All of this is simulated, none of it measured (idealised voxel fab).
process module | voxel self aligned vias
cross-section cut | 270 nm wide | cells 5 nm
A cross-section is a grid of square cells, given in bands from the top down. A band is one or more rows of cells.
Each band's line starts with the height of the band's top and of its bottom, in nm. Then come its materials from left to right, each with its width in nm. One material with "throughout" fills the band from edge to edge. "air" is empty space.
Height 0 is the level under which the wafer as received is all one material. The lowest band goes on downwards, as in "0 down".
A width such as "30 to 40" changes by the same amount from each row of cells to the next, from the band's top row to its bottom row.
"no change" after a step means that no cell of the cross-section changed.
closed voids: empty space of 8 cells or more with no open way to the top, each as width x height at its distance from the left edge, in nm
after a step's settings: what the simulator itself notes on the step
overlay nm, on a step with a mask: how far to the right of its planned place the mask lay; to the left if negative
plan
1 op RECEIVE | material Si
2 op CONFORMAL_DEP | material SiO2 | thk nm 10
3 op CONFORMAL_DEP | material SiCN | thk nm 5
4 op DIRECTIONAL_DEP | material lowk | thk nm 20
5 op MASKED_ETCH | tone open | mask id LINES | width nm 20 | pitch nm 70 | etch materials lowk | depth nm 20 | overlay nm 0
6 op CONFORMAL_DEP | material TiN | thk nm 5
7 op FILL_DEP | material Ru | thk nm 10
8 op CMP | height nm 35
9 op SELECTIVE_ETCH | etch materials W Ru TiN | depth nm 5
10 op FILL_DEP | material SiN | thk nm 5
11 op CMP | height nm 35
12 op DIRECTIONAL_DEP | material lowk | thk nm 20
13 op DIRECTIONAL_DEP | material aC | thk nm 15
14 op PATTERN | tone open | mask id VIAS | material resist | width nm 40 | pitch nm 70 | thk nm 30 | overlay nm 0
15 op DIRECTIONAL_ETCH | etch materials aC | depth nm 15
16 op STRIP | etch materials resist
17 op DIRECTIONAL_ETCH | etch materials lowk | depth nm 20
18 op DIRECTIONAL_ETCH | etch materials SiN | depth nm 5
19 op STRIP | etch materials aC
20 op CONFORMAL_DEP | material TiN | thk nm 5
21 op FILL_DEP | material Ru | thk nm 10
22 op CMP | height nm 55
23 op CONFORMAL_DEP | material SiCN | thk nm 5
as received, after step 1
  0 down: Si throughout
  closed voids: none
a wafer at the end: this start, this plan, one mistake
  60 to 55: SiCN throughout
  55 to 40: lowk 80 | TiN 5 | Ru 30 | TiN 5 | lowk 30 | TiN 5 | Ru 30 | TiN 5 | lowk 80
  40 to 35: lowk 80 | TiN 15 | Ru 10 | TiN 15 | lowk 30 | TiN 15 | Ru 10 | TiN 15 | lowk 80
  35 to 30: lowk 90 | TiN 20 | lowk 50 | TiN 20 | lowk 90
  30 to 20: lowk 90 | TiN 5 | Ru 10 | TiN 5 | lowk 50 | TiN 5 | Ru 10 | TiN 5 | lowk 90
  20 to 15: lowk 90 | TiN 20 | lowk 50 | TiN 20 | lowk 90
  15 to 10: SiCN throughout
  10 to 0: aC throughout
  0 down: Si throughout
  closed voids: none
what went wrong: step 2 ran as: op CONFORMAL_DEP | material aC | thk nm 10
